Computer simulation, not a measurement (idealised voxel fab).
process module | voxel gate over fins
For reference, the cross-section in this document is cut, with width 290 nm and square cells of 5 nm.
Cross-section, as written here: a square-cell grid given band by band from the top down, where a band holds one or more rows of cells.
Within each band entry, the heights of the top and of the bottom of the band appear first, in that order and in nm; the materials of the band then follow from left to right, each with its corresponding width in nm. The designation "throughout" on a single material indicates that it fills the band from edge to edge; the designation "blank" indicates empty space.
Basically, 0 is our baseline, since under it the wafer straight out of the box is all one material. The bottom band has no lower end and keeps on going down, so it looks like "from 0 down".
A width given as "30..40" starts at the first number in the band's top row and ends at the second number in its bottom row, shifting by an equal amount at every step from row to row.
Step note "no modifications" = no cross-section cell changed.
Closed-off voids of 8+ cells (no open route to the top) go in "Cavities, closed", written width x height at distance from the left edge, in nm.
If you see something after the settings on a step's line, that's the simulator's own remark about that step.
You can add "overlay nm" to a step's line. For a step with a mask, it describes how far the mask lay to the right of its planned position, and a negative number describes a lay to the left.
Steps planned for the process
step 1: RECEIVE | material Si
step 2: CONFORMAL_DEP | material SiN | thk nm 5
step 3: MASKED_ETCH | tone cover | mask id FINS | width nm 15 | pitch nm 40 | etch materials SiN | depth nm 5 | overlay nm 0
step 4: MASKED_ETCH | tone cover | mask id FINS | width nm 15 | pitch nm 40 | etch materials Si | depth nm 30 | overlay nm 0
step 5: FILL_DEP | material SiO2 | thk nm 10
step 6: CMP | height nm 5
step 7: SELECTIVE_ETCH | etch materials SiO2 | depth nm 15
step 8: STRIP | etch materials SiN
step 9: CONFORMAL_DEP | material HfO2 | thk nm 5
step 10: CONFORMAL_DEP | material TiN | thk nm 5
step 11: CONFORMAL_DEP | material TiAl | thk nm 5
step 12: CONFORMAL_DEP | material TiN | thk nm 5
step 13: FILL_DEP | material W | thk nm 10
step 14: CMP | height nm 25
step 15: CONFORMAL_DEP | material SiCN | thk nm 10
Step 1 complete: cross-section of the wafer as received
- from 0 down: Si throughout
- Cavities, closed: none
Sectioned view, first of two wafers, at the close of the module, processed as intended in the plan
- from 35 to 25: SiCN throughout
- from 25 to 20: W throughout
- from 20 to 15: 95 of W | 95 of TiN | 100 of W
- from 15 to 10: 95 of W | 5 of TiN | 85 of TiAl | 5 of TiN | 100 of W
- from 10 to 5: 100 of TiN | 5 of TiAl | 35 of TiN | 5 of TiAl | 35 of TiN | 5 of TiAl | 105 of TiN
- from 5 to 0: 105 of TiAl | 5 of TiN | 25 of HfO2 | 5 of TiN | 5 of TiAl | 5 of TiN | 25 of HfO2 | 5 of TiN | 110 of TiAl
- from 0 to -5: 110 of TiN | 5 of HfO2 | 15 of Si | 5 of HfO2 | 15 of TiN | 5 of HfO2 | 15 of Si | 5 of HfO2 | 115 of TiN
- from -5 to -10: 115 of HfO2 | 15 of Si | 25 of HfO2 | 15 of Si | 120 of HfO2
- from -10 to -30: 115 of SiO2 | 15 of Si | 25 of SiO2 | 15 of Si | 120 of SiO2
- from -30 down: Si throughout
- Cavities, closed: none
Second wafer of the two, sectioned at the end of the module. It began like the first and followed the same plan, but one mistake was made while running it
- from 35 to 25: SiCN throughout
- from 25 to 15: W throughout
- from 15 to 10: 100 of W | 85 of TiN | 105 of W
- from 10 to 5: 100 of W | 5 of TiN | 35 of TiAl | 5 of TiN | 35 of TiAl | 5 of TiN | 105 of W
- from 5 to 0: 105 of TiN | 5 of TiAl | 25 of TiN | 5 of TiAl | 5 of TiN | 5 of TiAl | 25 of TiN | 5 of TiAl | 110 of TiN
- from 0 to -5: 110 of TiAl | 5 of TiN | 15 of Si | 5 of TiN | 15 of TiAl | 5 of TiN | 15 of Si | 5 of TiN | 115 of TiAl
- from -5 to -10: 115 of TiN | 15 of Si | 25 of TiN | 15 of Si | 120 of TiN
- from -10 to -30: 115 of SiO2 | 15 of Si | 25 of SiO2 | 15 of Si | 120 of SiO2
- from -30 down: Si throughout
- Cavities, closed: none
What was the processing mistake? step 9 of the plan was excluded from execution and never run
In the final state, the cell counts of the second wafer exceed or fall short of those of the first for the following materials: HfO2: 66 fewer; TiAl: 2 more; TiN: 2 more; W: 62 more
